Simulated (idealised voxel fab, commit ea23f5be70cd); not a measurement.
Name of the process module below: voxel gate over fins
240 nm wide, 5 nm square cells: that's cross-section cut.
Cross-section = grid of square cells, listed top down in bands; band = one or more rows. Look at the band entry: it leads with the top's height and the bottom's height in nm. Then it lists the materials left to right, with a width in nm for each. The word "throughout" on a single material says that material fills the band edge to edge. The word "air" is empty space. Below 0: as-received wafer, all one material; heights counted from there. Lowest band: no bottom, goes on down, written "0 nm and below". Quick explanation for "30 to 40": the width changes in equal steps down the rows of cells, from the first number in the band's top row to the second number in its bottom row. "same as before" means the step left every cell of the cross-section as it was. Empty spaces counting at least 8 cells and having no open way to the top are listed in "Enclosed internal voids". The notation width x height at distance is used for each, the distance being from the left edge and all three values in nm. Anything after a step's settings on that line? It's the simulator's own note about the step. "overlay nm" on a masked step: distance the mask lay right of its planned place, negative for left.
Intended process steps:
1,op RECEIVE | material Si
2,op CONFORMAL_DEP | material SiN | thk nm 5
3,op MASKED_ETCH | tone cover | mask id FINS | width nm 15 | pitch nm 40 | etch materials SiN | depth nm 5 | overlay nm 0
4,op MASKED_ETCH | tone cover | mask id FINS | width nm 15 | pitch nm 40 | etch materials Si | depth nm 40 | overlay nm 0
5,op OXIDIZE | depth nm 5
6,op FILL_DEP | material SiO2 | thk nm 15
7,op CMP | height nm 5
8,op SELECTIVE_ETCH | etch materials SiO2 | depth nm 15
9,op STRIP | etch materials SiN
10,op CONFORMAL_DEP | material HfO2 | thk nm 5
11,op CONFORMAL_DEP | material TiN | thk nm 5
12,op FILL_DEP | material W | thk nm 10
13,op CMP | height nm 15
14,op CONFORMAL_DEP | material SiCN | thk nm 5
Quick note for whoever runs this: the wafers start identical, but the thk nm at step 14 isn't the same across them. The plan just shows what the first wafer had.
Cross-sectional view of the first of several wafers in the as-received condition, corresponding to the state following step 1:
	0 nm and below | Si throughout
	Enclosed internal voids: none
Module finished, last step 14 done: cross-section of the first of several wafers:
	20 nm to 15 nm | SiCN throughout
	15 nm to 10 nm | W throughout
	10 nm to 5 nm | 45 W, then 25 TiN, then 15 W, then 25 TiN, then 15 W, then 25 TiN, then 15 W, then 25 TiN, then 50 W
	5 nm to 0 nm | 45 W, then 5 TiN, then 15 HfO2, then 5 TiN, then 15 W, then 5 TiN, then 15 HfO2, then 5 TiN, then 15 W, then 5 TiN, then 15 HfO2, then 5 TiN, then 15 W, then 5 TiN, then 15 HfO2, then 5 TiN, then 50 W
	0 nm to -5 nm | 50 TiN, then 5 HfO2, then 5 Si, then 5 HfO2, then 25 TiN, then 5 HfO2, then 5 Si, then 5 HfO2, then 25 TiN, then 5 HfO2, then 5 Si, then 5 HfO2, then 25 TiN, then 5 HfO2, then 5 Si, then 5 HfO2, then 55 TiN
	-5 nm to -10 nm | 55 HfO2, then 5 Si, then 35 HfO2, then 5 Si, then 35 HfO2, then 5 Si, then 35 HfO2, then 5 Si, then 60 HfO2
	-10 nm to -45 nm | 55 SiO2, then 5 Si, then 35 SiO2, then 5 Si, then 35 SiO2, then 5 Si, then 35 SiO2, then 5 Si, then 60 SiO2
	-45 nm and below | Si throughout
	Enclosed internal voids: none
Last wafer at the end:
	35 nm to 15 nm | SiCN throughout
	15 nm to 10 nm | W throughout
	10 nm to 5 nm | 45 W, then 25 TiN, then 15 W, then 25 TiN, then 15 W, then 25 TiN, then 15 W, then 25 TiN, then 50 W
	5 nm to 0 nm | 45 W, then 5 TiN, then 15 HfO2, then 5 TiN, then 15 W, then 5 TiN, then 15 HfO2, then 5 TiN, then 15 W, then 5 TiN, then 15 HfO2, then 5 TiN, then 15 W, then 5 TiN, then 15 HfO2, then 5 TiN, then 50 W
	0 nm to -5 nm | 50 TiN, then 5 HfO2, then 5 Si, then 5 HfO2, then 25 TiN, then 5 HfO2, then 5 Si, then 5 HfO2, then 25 TiN, then 5 HfO2, then 5 Si, then 5 HfO2, then 25 TiN, then 5 HfO2, then 5 Si, then 5 HfO2, then 55 TiN
	-5 nm to -10 nm | 55 HfO2, then 5 Si, then 35 HfO2, then 5 Si, then 35 HfO2, then 5 Si, then 35 HfO2, then 5 Si, then 60 HfO2
	-10 nm to -45 nm | 55 SiO2, then 5 Si, then 35 SiO2, then 5 Si, then 35 SiO2, then 5 Si, then 35 SiO2, then 5 Si, then 60 SiO2
	-45 nm and below | Si throughout
	Enclosed internal voids: none
Each wafer at the end: cells of each material gained (+) or lost (-) since it was received, then its closed voids:
thk nm 5; +64 HfO2; -396 Si; +48 SiCN; +308 SiO2; +64 TiN; +104 W; Enclosed internal voids: none
thk nm 10; +64 HfO2; -396 Si; +96 SiCN; +308 SiO2; +64 TiN; +104 W; Enclosed internal voids: none
thk nm 15; +64 HfO2; -396 Si; +144 SiCN; +308 SiO2; +64 TiN; +104 W; Enclosed internal voids: none
thk nm 20; +64 HfO2; -396 Si; +192 SiCN; +308 SiO2; +64 TiN; +104 W; Enclosed internal voids: none
